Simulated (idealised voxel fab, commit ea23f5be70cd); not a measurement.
A process module follows: voxel ribs on slabs.
Section shown: cut. Width: 190 nm. Cell size: 5 nm, square.
Each cross-section below is a grid of square cells, stated as bands in top-down order, with one or more rows of cells making up each band. Look at the band entry: it leads with the top's height and the bottom's height in nm. Then it lists the materials left to right, with a width in nm for each. The word "edge to edge" on a single material says that material fills the band edge to edge. The word "blank" is empty space. Heights from 0 (as-received wafer is one material below). Bottom band endless downward, as "0 down". The notation "30 to 40" denotes a width that varies across the rows of cells in the band, beginning at the first number in the top row, finishing at the second number in the bottom row, and changing by an identical amount from each row to the next. "no alteration", as given for a step, is the statement that not any cell of the cross-section underwent a change during that step. Empty spaces without an open route to the top, at least 8 cells in extent, make up the entry "Closed void list"; each is given as width x height at distance, where the distance is measured from the left edge, and all are in nm. Anything after a step's settings on that line? It's the simulator's own note about the step. overlay nm, on a step with a mask: how far to the right of its planned place the mask lay; to the left if negative.

## Set out below are the planned steps of the process
step 1: RECEIVE: material Si
step 2: DIRECTIONAL_DEP: material SiO2, thk nm 20
step 3: DIRECTIONAL_DEP: material polySi, thk nm 25
step 4: DIRECTIONAL_DEP: material aC, thk nm 10
step 5: PATTERN: tone cover, mask id RIB, material resist, width nm 25, thk nm 25, overlay nm 0
step 6: DIRECTIONAL_ETCH: etch materials aC, depth nm 10
step 7: STRIP: etch materials resist
step 8: DIRECTIONAL_ETCH: etch materials polySi, depth nm 10
step 9: STRIP: etch materials aC
step 10: PATTERN: tone cover, mask id SLAB, material resist, width nm 75, thk nm 20, overlay nm 0
step 11: DIRECTIONAL_ETCH: etch materials polySi, depth nm 15
step 12: STRIP: etch materials resist
step 13: FILL_DEP: material SiO2, thk nm 25
step 14: CMP: height nm 65
step 15: DIRECTIONAL_DEP: material W, thk nm 5
step 16: MASKED_ETCH: tone cover, mask id HEATER, width nm 35, etch materials W, depth nm 5, overlay nm 0
step 17: CONFORMAL_DEP: material SiN, thk nm 5

## Cross-section of the incoming wafer, state after step 1
  0 down: Si edge to edge
  Closed void list: none

## The module was run from the start shown above using the plan shown above, but one mistake was made doing it; the resulting wafer cross-section is below
  75 to 70: blank 70 nm, then SiN 45 nm, then blank 75 nm
  70 to 65: SiN 75 nm, then W 35 nm, then SiN 80 nm
  65 to 45: SiO2 edge to edge
  45 to 35: SiO2 80 nm, then polySi 25 nm, then SiO2 85 nm
  35 to 20: SiO2 60 nm, then polySi 75 nm, then SiO2 55 nm
  20 to 0: SiO2 edge to edge
  0 down: Si edge to edge
  Closed void list: none
what went wrong: step 10, actual vs plan mismatch, actual run PATTERN: tone cover, mask id SLAB, material resist, width nm 75, thk nm 20, overlay nm 5
